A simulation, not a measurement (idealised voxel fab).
process module | voxel wiring stack
cross-section cut | 185 nm wide | cells 5 nm
A cross-section is a grid of square cells, given in bands from the top down. A band is one or more rows of cells.
Each band's line starts with the height of the band's top and of its bottom, in nm. Then come its materials from left to right, each with its width in nm. One material with "throughout" fills the band from edge to edge. "air" is empty space.
Height 0 is the level under which the wafer as received is all one material. The lowest band goes on downwards, as in "0 down".
A width such as "30 to 40" changes by the same amount from each row of cells to the next, from the band's top row to its bottom row.
"no change" after a step means that no cell of the cross-section changed.
closed voids: empty space of 8 cells or more with no open way to the top, each as width x height at its distance from the left edge, in nm
after a step's settings: what the simulator itself notes on the step
overlay nm, on a step with a mask: how far to the right of its planned place the mask lay; to the left if negative
Each pair below shows a cross-section before one step and the cross-section after it, down to the lowest band that changed. The line under each pair gives the step between them, with its settings. The pairs can come from different runs of this module on the same starting wafer, so a pair continues from the pair above only where its "before" says so.
before
  0 down: Si throughout
  closed voids: none
after
  15 to 0: SiO2 throughout
  below 0: unchanged
  closed voids: none
the step between: op CONFORMAL_DEP | material SiO2 | thk nm 15
before: the cross-section after the pair above
after
  20 to 15: SiCN throughout
  below 15: unchanged
  closed voids: none
the step between: op CONFORMAL_DEP | material SiCN | thk nm 5
before: the cross-section after the pair above
after
  40 to 20: SiO2 throughout
  below 20: unchanged
  closed voids: none
the step between: op DIRECTIONAL_DEP | material SiO2 | thk nm 20
before: the cross-section after the pair above
after
  40 to 20: SiO2 15 | air 30 | SiO2 30 | air 30 | SiO2 30 | air 30 | SiO2 20
  below 20: unchanged
  closed voids: none
the step between: op MASKED_ETCH | tone open | mask id METAL_1 | width nm 30 | pitch nm 60 | etch materials SiO2 | depth nm 20 | overlay nm 0
before: the cross-section after the pair above
after
  40 to 20: SiO2 15 | air 30 | SiO2 30 | air 30 | SiO2 30 | air 30 | SiO2 20
  20 to 15: SiCN 15 | air 30 | SiCN 30 | air 30 | SiCN 30 | air 30 | SiCN 20
  below 15: unchanged
  closed voids: none
the step between: op MASKED_ETCH | tone open | mask id METAL_1 | width nm 30 | pitch nm 60 | etch materials SiCN | depth nm 5 | overlay nm 0
before: the cross-section after the pair above
after
  45 to 40: TiN 20 | air 20 | TiN 40 | air 20 | TiN 40 | air 20 | TiN 25
  40 to 20: SiO2 15 | TiN 5 | air 20 | TiN 5 | SiO2 30 | TiN 5 | air 20 | TiN 5 | SiO2 30 | TiN 5 | air 20 | TiN 5 | SiO2 20
  20 to 15: SiCN 15 | TiN 30 | SiCN 30 | TiN 30 | SiCN 30 | TiN 30 | SiCN 20
  below 15: unchanged
  closed voids: none
the step between: op CONFORMAL_DEP | material TiN | thk nm 5
before: the cross-section after the pair above
after
  55 to 45: Ru throughout
  45 to 40: TiN 20 | Ru 20 | TiN 40 | Ru 20 | TiN 40 | Ru 20 | TiN 25
  40 to 20: SiO2 15 | TiN 5 | Ru 20 | TiN 5 | SiO2 30 | TiN 5 | Ru 20 | TiN 5 | SiO2 30 | TiN 5 | Ru 20 | TiN 5 | SiO2 20
  below 20: unchanged
  closed voids: none
the step between: op FILL_DEP | material Ru | thk nm 10
before: the cross-section after the pair above
after
  40 to 20: SiO2 15 | TiN 5 | Ru 20 | TiN 5 | SiO2 30 | TiN 5 | Ru 20 | TiN 5 | SiO2 30 | TiN 5 | Ru 20 | TiN 5 | SiO2 20
  below 20: unchanged
  closed voids: none
the step between: op CMP | height nm 40
before: the cross-section after the pair above
after
  45 to 40: SiCN throughout
  below 40: unchanged
  closed voids: none
the step between: op CONFORMAL_DEP | material SiCN | thk nm 5
before: the cross-section after the pair above
after
  70 to 45: SiO2 throughout
  below 45: unchanged
  closed voids: none
the step between: op DIRECTIONAL_DEP | material SiO2 | thk nm 25
before: the cross-section after the pair above
after
  85 to 70: resist 15 | air 30 | resist 30 | air 30 | resist 30 | air 30 | resist 20
  below 70: unchanged
  closed voids: none
the step between: op PATTERN | tone open | mask id METAL_2 | material resist | width nm 30 | pitch nm 60 | thk nm 15 | overlay nm 0
before: the cross-section after the pair above
after
  85 to 70: resist 15 | air 30 | resist 30 | air 30 | resist 30 | air 30 | resist 20
  70 to 55: SiO2 15 | air 30 | SiO2 30 | air 30 | SiO2 30 | air 30 | SiO2 20
  below 55: unchanged
  closed voids: none
the step between: op DIRECTIONAL_ETCH | etch materials SiO2 | depth nm 15
before: the cross-section after the pair above
after
  70 to 55: SiO2 15 | air 30 | SiO2 30 | air 30 | SiO2 30 | air 30 | SiO2 20
  below 55: unchanged
  closed voids: none
the step between: op STRIP | etch materials resist
before: the cross-section after the pair above
after
  70 to 55: SiO2 15 | air 30 | SiO2 30 | air 30 | SiO2 30 | air 30 | SiO2 20
  55 to 45: SiO2 15 | air 15 | SiO2 45 | air 15 | SiO2 45 | air 15 | SiO2 35
  below 45: unchanged
  closed voids: none
the step between: op MASKED_ETCH | tone open | mask id METAL_2_HOLES | width nm 15 | pitch nm 60 | etch materials SiO2 | depth nm 10 | overlay nm 0
before: the cross-section after the pair above
after
  70 to 55: SiO2 15 | air 30 | SiO2 30 | air 30 | SiO2 30 | air 30 | SiO2 20
  55 to 45: SiO2 15 | air 15 | SiO2 45 | air 15 | SiO2 45 | air 15 | SiO2 35
  45 to 40: SiCN 15 | air 15 | SiCN 45 | air 15 | SiCN 45 | air 15 | SiCN 35
  below 40: unchanged
  closed voids: none
the step between: op MASKED_ETCH | tone open | mask id METAL_2_HOLES | width nm 15 | pitch nm 60 | etch materials SiCN | depth nm 5 | overlay nm 0
before: the cross-section after the pair above
after
  75 to 70: TiN 20 | air 20 | TiN 40 | air 20 | TiN 40 | air 20 | TiN 25
  70 to 60: SiO2 15 | TiN 5 | air 20 | TiN 5 | SiO2 30 | TiN 5 | air 20 | TiN 5 | SiO2 30 | TiN 5 | air 20 | TiN 5 | SiO2 20
  60 to 55: SiO2 15 | TiN 5 | air 5 | TiN 20 | SiO2 30 | TiN 5 | air 5 | TiN 20 | SiO2 30 | TiN 5 | air 5 | TiN 20 | SiO2 20
  55 to 45: SiO2 15 | TiN 5 | air 5 | TiN 5 | SiO2 45 | TiN 5 | air 5 | TiN 5 | SiO2 45 | TiN 5 | air 5 | TiN 5 | SiO2 35
  45 to 40: SiCN 15 | TiN 15 | SiCN 45 | TiN 15 | SiCN 45 | TiN 15 | SiCN 35
  below 40: unchanged
  closed voids: none
the step between: op CONFORMAL_DEP | material TiN | thk nm 5
before: the cross-section after the pair above
after
  85 to 75: Cu throughout
  75 to 70: TiN 20 | Cu 20 | TiN 40 | Cu 20 | TiN 40 | Cu 20 | TiN 25
  70 to 60: SiO2 15 | TiN 5 | Cu 20 | TiN 5 | SiO2 30 | TiN 5 | Cu 20 | TiN 5 | SiO2 30 | TiN 5 | Cu 20 | TiN 5 | SiO2 20
  60 to 55: SiO2 15 | TiN 5 | Cu 5 | TiN 20 | SiO2 30 | TiN 5 | Cu 5 | TiN 20 | SiO2 30 | TiN 5 | Cu 5 | TiN 20 | SiO2 20
  55 to 45: SiO2 15 | TiN 5 | Cu 5 | TiN 5 | SiO2 45 | TiN 5 | Cu 5 | TiN 5 | SiO2 45 | TiN 5 | Cu 5 | TiN 5 | SiO2 35
  below 45: unchanged
  closed voids: none
the step between: op FILL_DEP | material Cu | thk nm 10
before: the cross-section after the pair above
after
  70 to 60: SiO2 15 | TiN 5 | Cu 20 | TiN 5 | SiO2 30 | TiN 5 | Cu 20 | TiN 5 | SiO2 30 | TiN 5 | Cu 20 | TiN 5 | SiO2 20
  below 60: unchanged
  closed voids: none
the step between: op CMP | height nm 70
before: the cross-section after the pair above
after
  75 to 70: SiCN throughout
  below 70: unchanged
  closed voids: none
the step between: op CONFORMAL_DEP | material SiCN | thk nm 5
before: the cross-section after the pair above
after
  110 to 75: SiO2 throughout
  below 75: unchanged
  closed voids: none
the step between: op DIRECTIONAL_DEP | material SiO2 | thk nm 35
before: the cross-section after the pair above
after
  110 to 75: SiO2 15 | air 15 | SiO2 105 | air 15 | SiO2 35
  below 75: unchanged
  closed voids: none
the step between: op MASKED_ETCH | tone open | mask id METAL_3_HOLES | width nm 15 | pitch nm 120 | etch materials SiO2 | depth nm 35 | overlay nm 0
before: the cross-section after the pair above
after
  110 to 90: SiO2 15 | air 30 | SiO2 30 | air 30 | SiO2 30 | air 30 | SiO2 20
  below 90: unchanged
  closed voids: none
the step between: op MASKED_ETCH | tone open | mask id METAL_3 | width nm 30 | pitch nm 60 | etch materials SiO2 | depth nm 20 | overlay nm 0
before: the cross-section after the pair above
after
  110 to 90: SiO2 15 | air 30 | SiO2 30 | air 30 | SiO2 30 | air 30 | SiO2 20
  90 to 75: SiO2 15 | air 15 | SiO2 105 | air 15 | SiO2 35
  75 to 70: SiCN 15 | air 15 | SiCN 105 | air 15 | SiCN 35
  below 70: unchanged
  closed voids: none
the step between: op MASKED_ETCH | tone open | mask id METAL_3 | width nm 30 | pitch nm 60 | etch materials SiCN | depth nm 5 | overlay nm 0
before: the cross-section after the pair above
after
  115 to 110: TiN 20 | air 20 | TiN 40 | air 20 | TiN 40 | air 20 | TiN 25
  110 to 95: SiO2 15 | TiN 5 | air 20 | TiN 5 | SiO2 30 | TiN 5 | air 20 | TiN 5 | SiO2 30 | TiN 5 | air 20 | TiN 5 | SiO2 20
  95 to 90: SiO2 15 | TiN 5 | air 5 | TiN 20 | SiO2 30 | TiN 30 | SiO2 30 | TiN 5 | air 5 | TiN 20 | SiO2 20
  90 to 75: SiO2 15 | TiN 5 | air 5 | TiN 5 | SiO2 105 | TiN 5 | air 5 | TiN 5 | SiO2 35
  75 to 70: SiCN 15 | TiN 15 | SiCN 105 | TiN 15 | SiCN 35
  below 70: unchanged
  closed voids: none
the step between: op CONFORMAL_DEP | material TiN | thk nm 5
before: the cross-section after the pair above
after
  120 to 115: Ru throughout
  115 to 110: TiN 20 | Ru 20 | TiN 40 | Ru 20 | TiN 40 | Ru 20 | TiN 25
  110 to 95: SiO2 15 | TiN 5 | Ru 20 | TiN 5 | SiO2 30 | TiN 5 | Ru 20 | TiN 5 | SiO2 30 | TiN 5 | Ru 20 | TiN 5 | SiO2 20
  95 to 90: SiO2 15 | TiN 5 | Ru 5 | TiN 20 | SiO2 30 | TiN 30 | SiO2 30 | TiN 5 | Ru 5 | TiN 20 | SiO2 20
  90 to 75: SiO2 15 | TiN 5 | Ru 5 | TiN 5 | SiO2 105 | TiN 5 | Ru 5 | TiN 5 | SiO2 35
  below 75: unchanged
  closed voids: none
the step between: op FILL_DEP | material Ru | thk nm 5
before: the cross-section after the pair above
after
  110 to 95: SiO2 15 | TiN 5 | Ru 20 | TiN 5 | SiO2 30 | TiN 5 | Ru 20 | TiN 5 | SiO2 30 | TiN 5 | Ru 20 | TiN 5 | SiO2 20
  below 95: unchanged
  closed voids: none
the step between: op CMP | height nm 110
before: the cross-section after the pair above
after
  115 to 110: SiCN throughout
  below 110: unchanged
  closed voids: none
the step between: op CONFORMAL_DEP | material SiCN | thk nm 5
before
  55 to 45: Ru throughout
  45 to 40: TiN 20 | Ru 20 | TiN 40 | Ru 20 | TiN 40 | Ru 20 | TiN 25
  40 to 20: SiO2 15 | TiN 5 | Ru 20 | TiN 5 | SiO2 30 | TiN 5 | Ru 20 | TiN 5 | SiO2 30 | TiN 5 | Ru 20 | TiN 5 | SiO2 20
  20 to 15: SiCN 15 | TiN 30 | SiCN 30 | TiN 30 | SiCN 30 | TiN 30 | SiCN 20
  15 to 0: SiO2 throughout
  0 down: Si throughout
  closed voids: none
after
  60 to 55: SiCN throughout
  below 55: unchanged
  closed voids: none
the step between: op CONFORMAL_DEP | material SiCN | thk nm 5
before: the cross-section after the pair above
after
  85 to 60: SiO2 throughout
  below 60: unchanged
  closed voids: none
the step between: op DIRECTIONAL_DEP | material SiO2 | thk nm 25
before: the cross-section after the pair above
after
  100 to 85: resist 15 | air 30 | resist 30 | air 30 | resist 30 | air 30 | resist 20
  below 85: unchanged
  closed voids: none
the step between: op PATTERN | tone open | mask id METAL_2 | material resist | width nm 30 | pitch nm 60 | thk nm 15 | overlay nm 0
before: the cross-section after the pair above
after
  100 to 85: resist 15 | air 30 | resist 30 | air 30 | resist 30 | air 30 | resist 20
  85 to 70: SiO2 15 | air 30 | SiO2 30 | air 30 | SiO2 30 | air 30 | SiO2 20
  below 70: unchanged
  closed voids: none
the step between: op DIRECTIONAL_ETCH | etch materials SiO2 | depth nm 15
before: the cross-section after the pair above
after
  85 to 70: SiO2 15 | air 30 | SiO2 30 | air 30 | SiO2 30 | air 30 | SiO2 20
  below 70: unchanged
  closed voids: none
the step between: op STRIP | etch materials resist
before: the cross-section after the pair above
after
  85 to 70: SiO2 15 | air 30 | SiO2 30 | air 30 | SiO2 30 | air 30 | SiO2 20
  70 to 60: SiO2 15 | air 15 | SiO2 45 | air 15 | SiO2 45 | air 15 | SiO2 35
  below 60: unchanged
  closed voids: none
the step between: op MASKED_ETCH | tone open | mask id METAL_2_HOLES | width nm 15 | pitch nm 60 | etch materials SiO2 | depth nm 10 | overlay nm 0
before: the cross-section after the pair above
after
  85 to 70: SiO2 15 | air 30 | SiO2 30 | air 30 | SiO2 30 | air 30 | SiO2 20
  70 to 60: SiO2 15 | air 15 | SiO2 45 | air 15 | SiO2 45 | air 15 | SiO2 35
  60 to 55: SiCN 15 | air 15 | SiCN 45 | air 15 | SiCN 45 | air 15 | SiCN 35
  below 55: unchanged
  closed voids: none
the step between: op MASKED_ETCH | tone open | mask id METAL_2_HOLES | width nm 15 | pitch nm 60 | etch materials SiCN | depth nm 5 | overlay nm 0
before: the cross-section after the pair above
after
  90 to 85: TiN 20 | air 20 | TiN 40 | air 20 | TiN 40 | air 20 | TiN 25
  85 to 75: SiO2 15 | TiN 5 | air 20 | TiN 5 | SiO2 30 | TiN 5 | air 20 | TiN 5 | SiO2 30 | TiN 5 | air 20 | TiN 5 | SiO2 20
  75 to 70: SiO2 15 | TiN 5 | air 5 | TiN 20 | SiO2 30 | TiN 5 | air 5 | TiN 20 | SiO2 30 | TiN 5 | air 5 | TiN 20 | SiO2 20
  70 to 60: SiO2 15 | TiN 5 | air 5 | TiN 5 | SiO2 45 | TiN 5 | air 5 | TiN 5 | SiO2 45 | TiN 5 | air 5 | TiN 5 | SiO2 35
  60 to 55: SiCN 15 | TiN 15 | SiCN 45 | TiN 15 | SiCN 45 | TiN 15 | SiCN 35
  below 55: unchanged
  closed voids: none
the step between: op CONFORMAL_DEP | material TiN | thk nm 5
before: the cross-section after the pair above
after
  100 to 90: Cu throughout
  90 to 85: TiN 20 | Cu 20 | TiN 40 | Cu 20 | TiN 40 | Cu 20 | TiN 25
  85 to 75: SiO2 15 | TiN 5 | Cu 20 | TiN 5 | SiO2 30 | TiN 5 | Cu 20 | TiN 5 | SiO2 30 | TiN 5 | Cu 20 | TiN 5 | SiO2 20
  75 to 70: SiO2 15 | TiN 5 | Cu 5 | TiN 20 | SiO2 30 | TiN 5 | Cu 5 | TiN 20 | SiO2 30 | TiN 5 | Cu 5 | TiN 20 | SiO2 20
  70 to 60: SiO2 15 | TiN 5 | Cu 5 | TiN 5 | SiO2 45 | TiN 5 | Cu 5 | TiN 5 | SiO2 45 | TiN 5 | Cu 5 | TiN 5 | SiO2 35
  below 60: unchanged
  closed voids: none
the step between: op FILL_DEP | material Cu | thk nm 10
before: the cross-section after the pair above
after
  70 to 60: SiO2 15 | TiN 5 | Cu 5 | TiN 5 | SiO2 45 | TiN 5 | Cu 5 | TiN 5 | SiO2 45 | TiN 5 | Cu 5 | TiN 5 | SiO2 35
  below 60: unchanged
  closed voids: none
the step between: op CMP | height nm 70
before: the cross-section after the pair above
after
  75 to 70: SiCN throughout
  below 70: unchanged
  closed voids: none
the step between: op CONFORMAL_DEP | material SiCN | thk nm 5
before: the cross-section after the pair above
after
  110 to 75: SiO2 throughout
  below 75: unchanged
  closed voids: none
the step between: op DIRECTIONAL_DEP | material SiO2 | thk nm 35
before: the cross-section after the pair above
after
  110 to 75: SiO2 15 | air 15 | SiO2 105 | air 15 | SiO2 35
  below 75: unchanged
  closed voids: none
the step between: op MASKED_ETCH | tone open | mask id METAL_3_HOLES | width nm 15 | pitch nm 120 | etch materials SiO2 | depth nm 35 | overlay nm 0
before: the cross-section after the pair above
after
  110 to 90: SiO2 15 | air 30 | SiO2 30 | air 30 | SiO2 30 | air 30 | SiO2 20
  below 90: unchanged
  closed voids: none
the step between: op MASKED_ETCH | tone open | mask id METAL_3 | width nm 30 | pitch nm 60 | etch materials SiO2 | depth nm 20 | overlay nm 0
before: the cross-section after the pair above
after
  110 to 90: SiO2 15 | air 30 | SiO2 30 | air 30 | SiO2 30 | air 30 | SiO2 20
  90 to 75: SiO2 15 | air 15 | SiO2 105 | air 15 | SiO2 35
  75 to 70: SiCN 15 | air 15 | SiCN 105 | air 15 | SiCN 35
  below 70: unchanged
  closed voids: none
the step between: op MASKED_ETCH | tone open | mask id METAL_3 | width nm 30 | pitch nm 60 | etch materials SiCN | depth nm 5 | overlay nm 0
before: the cross-section after the pair above
after
  115 to 110: TiN 20 | air 20 | TiN 40 | air 20 | TiN 40 | air 20 | TiN 25
  110 to 95: SiO2 15 | TiN 5 | air 20 | TiN 5 | SiO2 30 | TiN 5 | air 20 | TiN 5 | SiO2 30 | TiN 5 | air 20 | TiN 5 | SiO2 20
  95 to 90: SiO2 15 | TiN 5 | air 5 | TiN 20 | SiO2 30 | TiN 30 | SiO2 30 | TiN 5 | air 5 | TiN 20 | SiO2 20
  90 to 75: SiO2 15 | TiN 5 | air 5 | TiN 5 | SiO2 105 | TiN 5 | air 5 | TiN 5 | SiO2 35
  75 to 70: SiCN 15 | TiN 15 | SiCN 105 | TiN 15 | SiCN 35
  below 70: unchanged
  closed voids: none
the step between: op CONFORMAL_DEP | material TiN | thk nm 5
before: the cross-section after the pair above
after
  120 to 115: Ru throughout
  115 to 110: TiN 20 | Ru 20 | TiN 40 | Ru 20 | TiN 40 | Ru 20 | TiN 25
  110 to 95: SiO2 15 | TiN 5 | Ru 20 | TiN 5 | SiO2 30 | TiN 5 | Ru 20 | TiN 5 | SiO2 30 | TiN 5 | Ru 20 | TiN 5 | SiO2 20
  95 to 90: SiO2 15 | TiN 5 | Ru 5 | TiN 20 | SiO2 30 | TiN 30 | SiO2 30 | TiN 5 | Ru 5 | TiN 20 | SiO2 20
  90 to 75: SiO2 15 | TiN 5 | Ru 5 | TiN 5 | SiO2 105 | TiN 5 | Ru 5 | TiN 5 | SiO2 35
  below 75: unchanged
  closed voids: none
the step between: op FILL_DEP | material Ru | thk nm 5
before: the cross-section after the pair above
after
  110 to 95: SiO2 15 | TiN 5 | Ru 20 | TiN 5 | SiO2 30 | TiN 5 | Ru 20 | TiN 5 | SiO2 30 | TiN 5 | Ru 20 | TiN 5 | SiO2 20
  below 95: unchanged
  closed voids: none
the step between: op CMP | height nm 110
before: the cross-section after the pair above
after
  115 to 110: SiCN throughout
  below 110: unchanged
  closed voids: none
the step between: op CONFORMAL_DEP | material SiCN | thk nm 5
before
  110 to 75: SiO2 throughout
  75 to 70: SiCN throughout
  70 to 60: SiO2 15 | TiN 5 | Cu 20 | TiN 5 | SiO2 30 | TiN 5 | Cu 20 | TiN 5 | SiO2 30 | TiN 5 | Cu 20 | TiN 5 | SiO2 20
  60 to 55: SiO2 15 | TiN 5 | Cu 5 | TiN 20 | SiO2 30 | TiN 5 | Cu 5 | TiN 20 | SiO2 30 | TiN 5 | Cu 5 | TiN 20 | SiO2 20
  55 to 45: SiO2 15 | TiN 5 | Cu 5 | TiN 5 | SiO2 45 | TiN 5 | Cu 5 | TiN 5 | SiO2 45 | TiN 5 | Cu 5 | TiN 5 | SiO2 35
  45 to 40: SiCN 15 | TiN 15 | SiCN 45 | TiN 15 | SiCN 45 | TiN 15 | SiCN 35
  40 to 20: SiO2 15 | TiN 5 | Ru 20 | TiN 5 | SiO2 30 | TiN 5 | Ru 20 | TiN 5 | SiO2 30 | TiN 5 | Ru 20 | TiN 5 | SiO2 20
  20 to 15: SiCN 15 | TiN 30 | SiCN 30 | TiN 30 | SiCN 30 | TiN 30 | SiCN 20
  15 to 0: SiO2 throughout
  0 down: Si throughout
  closed voids: none
after
  145 to 75: SiO2 throughout
  below 75: unchanged
  closed voids: none
the step between: op DIRECTIONAL_DEP | material SiO2 | thk nm 35
before: the cross-section after the pair above
after
  145 to 110: SiO2 15 | air 15 | SiO2 105 | air 15 | SiO2 35
  below 110: unchanged
  closed voids: none
the step between: op MASKED_ETCH | tone open | mask id METAL_3_HOLES | width nm 15 | pitch nm 120 | etch materials SiO2 | depth nm 35 | overlay nm 0
before: the cross-section after the pair above
after
  145 to 125: SiO2 15 | air 30 | SiO2 30 | air 30 | SiO2 30 | air 30 | SiO2 20
  125 to 90: SiO2 15 | air 15 | SiO2 105 | air 15 | SiO2 35
  below 90: unchanged
  closed voids: none
the step between: op MASKED_ETCH | tone open | mask id METAL_3 | width nm 30 | pitch nm 60 | etch materials SiO2 | depth nm 20 | overlay nm 0
before: the cross-section after the pair above
after
  150 to 145: TiN 20 | air 20 | TiN 40 | air 20 | TiN 40 | air 20 | TiN 25
  145 to 130: SiO2 15 | TiN 5 | air 20 | TiN 5 | SiO2 30 | TiN 5 | air 20 | TiN 5 | SiO2 30 | TiN 5 | air 20 | TiN 5 | SiO2 20
  130 to 125: SiO2 15 | TiN 5 | air 5 | TiN 20 | SiO2 30 | TiN 30 | SiO2 30 | TiN 5 | air 5 | TiN 20 | SiO2 20
  125 to 95: SiO2 15 | TiN 5 | air 5 | TiN 5 | SiO2 105 | TiN 5 | air 5 | TiN 5 | SiO2 35
  95 to 90: SiO2 15 | TiN 15 | SiO2 105 | TiN 15 | SiO2 35
  below 90: unchanged
  closed voids: none
the step between: op CONFORMAL_DEP | material TiN | thk nm 5
before: the cross-section after the pair above
after
  155 to 150: Ru throughout
  150 to 145: TiN 20 | Ru 20 | TiN 40 | Ru 20 | TiN 40 | Ru 20 | TiN 25
  145 to 130: SiO2 15 | TiN 5 | Ru 20 | TiN 5 | SiO2 30 | TiN 5 | Ru 20 | TiN 5 | SiO2 30 | TiN 5 | Ru 20 | TiN 5 | SiO2 20
  130 to 125: SiO2 15 | TiN 5 | Ru 5 | TiN 20 | SiO2 30 | TiN 30 | SiO2 30 | TiN 5 | Ru 5 | TiN 20 | SiO2 20
  125 to 95: SiO2 15 | TiN 5 | Ru 5 | TiN 5 | SiO2 105 | TiN 5 | Ru 5 | TiN 5 | SiO2 35
  below 95: unchanged
  closed voids: none
the step between: op FILL_DEP | material Ru | thk nm 5
before: the cross-section after the pair above
after
  110 to 95: SiO2 15 | TiN 5 | Ru 5 | TiN 5 | SiO2 105 | TiN 5 | Ru 5 | TiN 5 | SiO2 35
  below 95: unchanged
  closed voids: none
the step between: op CMP | height nm 110
before: the cross-section after the pair above
after
  115 to 110: SiCN throughout
  below 110: unchanged
  closed voids: none
the step between: op CONFORMAL_DEP | material SiCN | thk nm 5
before
  0 down: Si throughout
  closed voids: none
after
  5 to 0: SiCN throughout
  below 0: unchanged
  closed voids: none
the step between: op CONFORMAL_DEP | material SiCN | thk nm 5
before: the cross-section after the pair above
after
  20 to 5: SiO2 throughout
  below 5: unchanged
  closed voids: none
the step between: op CONFORMAL_DEP | material SiO2 | thk nm 15
before: the cross-section after the pair above
after
  40 to 5: SiO2 throughout
  below 5: unchanged
  closed voids: none
the step between: op DIRECTIONAL_DEP | material SiO2 | thk nm 20
before: the cross-section after the pair above
after
  40 to 20: SiO2 15 | air 30 | SiO2 30 | air 30 | SiO2 30 | air 30 | SiO2 20
  below 20: unchanged
  closed voids: none
the step between: op MASKED_ETCH | tone open | mask id METAL_1 | width nm 30 | pitch nm 60 | etch materials SiO2 | depth nm 20 | overlay nm 0
before: the cross-section after the pair above
after
  45 to 40: TiN 20 | air 20 | TiN 40 | air 20 | TiN 40 | air 20 | TiN 25
  40 to 25: SiO2 15 | TiN 5 | air 20 | TiN 5 | SiO2 30 | TiN 5 | air 20 | TiN 5 | SiO2 30 | TiN 5 | air 20 | TiN 5 | SiO2 20
  25 to 20: SiO2 15 | TiN 30 | SiO2 30 | TiN 30 | SiO2 30 | TiN 30 | SiO2 20
  below 20: unchanged
  closed voids: none
the step between: op CONFORMAL_DEP | material TiN | thk nm 5
before: the cross-section after the pair above
after
  55 to 45: Ru throughout
  45 to 40: TiN 20 | Ru 20 | TiN 40 | Ru 20 | TiN 40 | Ru 20 | TiN 25
  40 to 25: SiO2 15 | TiN 5 | Ru 20 | TiN 5 | SiO2 30 | TiN 5 | Ru 20 | TiN 5 | SiO2 30 | TiN 5 | Ru 20 | TiN 5 | SiO2 20
  below 25: unchanged
  closed voids: none
the step between: op FILL_DEP | material Ru | thk nm 10
before: the cross-section after the pair above
after
  40 to 25: SiO2 15 | TiN 5 | Ru 20 | TiN 5 | SiO2 30 | TiN 5 | Ru 20 | TiN 5 | SiO2 30 | TiN 5 | Ru 20 | TiN 5 | SiO2 20
  below 25: unchanged
  closed voids: none
the step between: op CMP | height nm 40
before: the cross-section after the pair above
after
  45 to 40: SiCN throughout
  below 40: unchanged
  closed voids: none
the step between: op CONFORMAL_DEP | material SiCN | thk nm 5
before: the cross-section after the pair above
after
  70 to 45: SiO2 throughout
  below 45: unchanged
  closed voids: none
the step between: op DIRECTIONAL_DEP | material SiO2 | thk nm 25
before: the cross-section after the pair above
after
  85 to 70: resist 15 | air 30 | resist 30 | air 30 | resist 30 | air 30 | resist 20
  below 70: unchanged
  closed voids: none
the step between: op PATTERN | tone open | mask id METAL_2 | material resist | width nm 30 | pitch nm 60 | thk nm 15 | overlay nm 0
before: the cross-section after the pair above
after
  85 to 70: resist 15 | air 30 | resist 30 | air 30 | resist 30 | air 30 | resist 20
  70 to 55: SiO2 15 | air 30 | SiO2 30 | air 30 | SiO2 30 | air 30 | SiO2 20
  below 55: unchanged
  closed voids: none
the step between: op DIRECTIONAL_ETCH | etch materials SiO2 | depth nm 15
before: the cross-section after the pair above
after
  70 to 55: SiO2 15 | air 30 | SiO2 30 | air 30 | SiO2 30 | air 30 | SiO2 20
  below 55: unchanged
  closed voids: none
the step between: op STRIP | etch materials resist
before: the cross-section after the pair above
after
  70 to 55: SiO2 15 | air 30 | SiO2 30 | air 30 | SiO2 30 | air 30 | SiO2 20
  55 to 45: SiO2 15 | air 15 | SiO2 45 | air 15 | SiO2 45 | air 15 | SiO2 35
  below 45: unchanged
  closed voids: none
the step between: op MASKED_ETCH | tone open | mask id METAL_2_HOLES | width nm 15 | pitch nm 60 | etch materials SiO2 | depth nm 10 | overlay nm 0
before: the cross-section after the pair above
after
  70 to 55: SiO2 15 | air 30 | SiO2 30 | air 30 | SiO2 30 | air 30 | SiO2 20
  55 to 45: SiO2 15 | air 15 | SiO2 45 | air 15 | SiO2 45 | air 15 | SiO2 35
  45 to 40: SiCN 15 | air 15 | SiCN 45 | air 15 | SiCN 45 | air 15 | SiCN 35
  below 40: unchanged
  closed voids: none
the step between: op MASKED_ETCH | tone open | mask id METAL_2_HOLES | width nm 15 | pitch nm 60 | etch materials SiCN | depth nm 5 | overlay nm 0
before: the cross-section after the pair above
after
  75 to 70: TiN 20 | air 20 | TiN 40 | air 20 | TiN 40 | air 20 | TiN 25
  70 to 60: SiO2 15 | TiN 5 | air 20 | TiN 5 | SiO2 30 | TiN 5 | air 20 | TiN 5 | SiO2 30 | TiN 5 | air 20 | TiN 5 | SiO2 20
  60 to 55: SiO2 15 | TiN 5 | air 5 | TiN 20 | SiO2 30 | TiN 5 | air 5 | TiN 20 | SiO2 30 | TiN 5 | air 5 | TiN 20 | SiO2 20
  55 to 45: SiO2 15 | TiN 5 | air 5 | TiN 5 | SiO2 45 | TiN 5 | air 5 | TiN 5 | SiO2 45 | TiN 5 | air 5 | TiN 5 | SiO2 35
  45 to 40: SiCN 15 | TiN 15 | SiCN 45 | TiN 15 | SiCN 45 | TiN 15 | SiCN 35
  below 40: unchanged
  closed voids: none
the step between: op CONFORMAL_DEP | material TiN | thk nm 5
before: the cross-section after the pair above
after
  85 to 75: Cu throughout
  75 to 70: TiN 20 | Cu 20 | TiN 40 | Cu 20 | TiN 40 | Cu 20 | TiN 25
  70 to 60: SiO2 15 | TiN 5 | Cu 20 | TiN 5 | SiO2 30 | TiN 5 | Cu 20 | TiN 5 | SiO2 30 | TiN 5 | Cu 20 | TiN 5 | SiO2 20
  60 to 55: SiO2 15 | TiN 5 | Cu 5 | TiN 20 | SiO2 30 | TiN 5 | Cu 5 | TiN 20 | SiO2 30 | TiN 5 | Cu 5 | TiN 20 | SiO2 20
  55 to 45: SiO2 15 | TiN 5 | Cu 5 | TiN 5 | SiO2 45 | TiN 5 | Cu 5 | TiN 5 | SiO2 45 | TiN 5 | Cu 5 | TiN 5 | SiO2 35
  below 45: unchanged
  closed voids: none
the step between: op FILL_DEP | material Cu | thk nm 10
before: the cross-section after the pair above
after
  70 to 60: SiO2 15 | TiN 5 | Cu 20 | TiN 5 | SiO2 30 | TiN 5 | Cu 20 | TiN 5 | SiO2 30 | TiN 5 | Cu 20 | TiN 5 | SiO2 20
  below 60: unchanged
  closed voids: none
the step between: op CMP | height nm 70
before: the cross-section after the pair above
after
  75 to 70: SiCN throughout
  below 70: unchanged
  closed voids: none
the step between: op CONFORMAL_DEP | material SiCN | thk nm 5
before: the cross-section after the pair above
after
  110 to 75: SiO2 throughout
  below 75: unchanged
  closed voids: none
the step between: op DIRECTIONAL_DEP | material SiO2 | thk nm 35
before: the cross-section after the pair above
after
  110 to 75: SiO2 15 | air 15 | SiO2 105 | air 15 | SiO2 35
  below 75: unchanged
  closed voids: none
the step between: op MASKED_ETCH | tone open | mask id METAL_3_HOLES | width nm 15 | pitch nm 120 | etch materials SiO2 | depth nm 35 | overlay nm 0
before: the cross-section after the pair above
after
  110 to 90: SiO2 15 | air 30 | SiO2 30 | air 30 | SiO2 30 | air 30 | SiO2 20
  below 90: unchanged
  closed voids: none
the step between: op MASKED_ETCH | tone open | mask id METAL_3 | width nm 30 | pitch nm 60 | etch materials SiO2 | depth nm 20 | overlay nm 0
